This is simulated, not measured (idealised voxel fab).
Documented hereafter: the process module known as voxel released beams.
It is cross-section cut that appears here, measuring 255 nm in width, its square cells being 5 nm in size.
Cross-section, as written here: a square-cell grid given band by band from the top down, where a band holds one or more rows of cells.
Look at the band entry: it leads with the top's height and the bottom's height in nm. Then it lists the materials left to right, with a width in nm for each. The word "edge to edge" on a single material says that material fills the band edge to edge. The word "empty" is empty space.
The reference from which all heights are counted is 0, the level beneath which the as-received wafer is entirely one material; the lowest band, having no lower bound, proceeds downward and is written after the example "top 0, no bottom".
A width such as "30 to 40" changes by the same amount from each row of cells to the next, from the band's top row to its bottom row.
It should be understood that the words "no alteration", when stated for a given step, signify that the cross-section underwent no change in any of its cells during that step.
"Trapped void list" - sealed voids, min. 8 cells, no opening to top; format: width x height at distance (distance from left edge; nm throughout).
Step line, after settings: the simulator's comment on this step.
overlay nm: mask right of planned place by this much (step with mask). Neg. = left.

## Below is the list of planned process steps
- 1: RECEIVE with material Si
- 2: CONFORMAL_DEP with material SiN, thk nm 10
- 3: DIRECTIONAL_DEP with material SiO2, thk nm 15
- 4: DIRECTIONAL_DEP with material aC, thk nm 15
- 5: PATTERN with tone open, mask id ANCHOR, material resist, width nm 45, thk nm 30, overlay nm 0
- 6: DIRECTIONAL_ETCH with etch materials aC, depth nm 15
- 7: STRIP with etch materials resist
- 8: DIRECTIONAL_ETCH with etch materials SiO2, depth nm 15
- 9: STRIP with etch materials aC
- 10: CONFORMAL_DEP with material TiN, thk nm 15
- 11: MASKED_ETCH with tone cover, mask id BEAM, width nm 95, etch materials TiN, depth nm 15, overlay nm 0
- 12: STRIP with etch materials SiO2

## As-received wafer cross-section (after step 1)
  top 0, no bottom | Si edge to edge
  Trapped void list: none

## first wafer at the end, as planned
  top 40, bottom 25 | 75 nm empty | 20 nm TiN | 15 nm empty | 60 nm TiN | 85 nm empty
  top 25, bottom 10 | 80 nm empty | 45 nm TiN | 130 nm empty
  top 10, bottom 0 | SiN edge to edge
  top 0, no bottom | Si edge to edge
  Trapped void list: none

## Cross-sectional view: second of two wafers, end of module; start and plan identical to the first, one mistake in running
  top 55, bottom 40 | 75 nm empty | 95 nm TiN | 85 nm empty
  top 40, bottom 25 | TiN edge to edge
  top 25, bottom 10 | 80 nm SiO2 | 45 nm TiN | 130 nm SiO2
  top 10, bottom 0 | SiN edge to edge
  top 0, no bottom | Si edge to edge
  Trapped void list: none
Here's what went sideways: step 10 from the plan got run twice
End of process, cell counts, second wafer against first, materials with more or fewer: 126 more of SiO2; 162 more of TiN
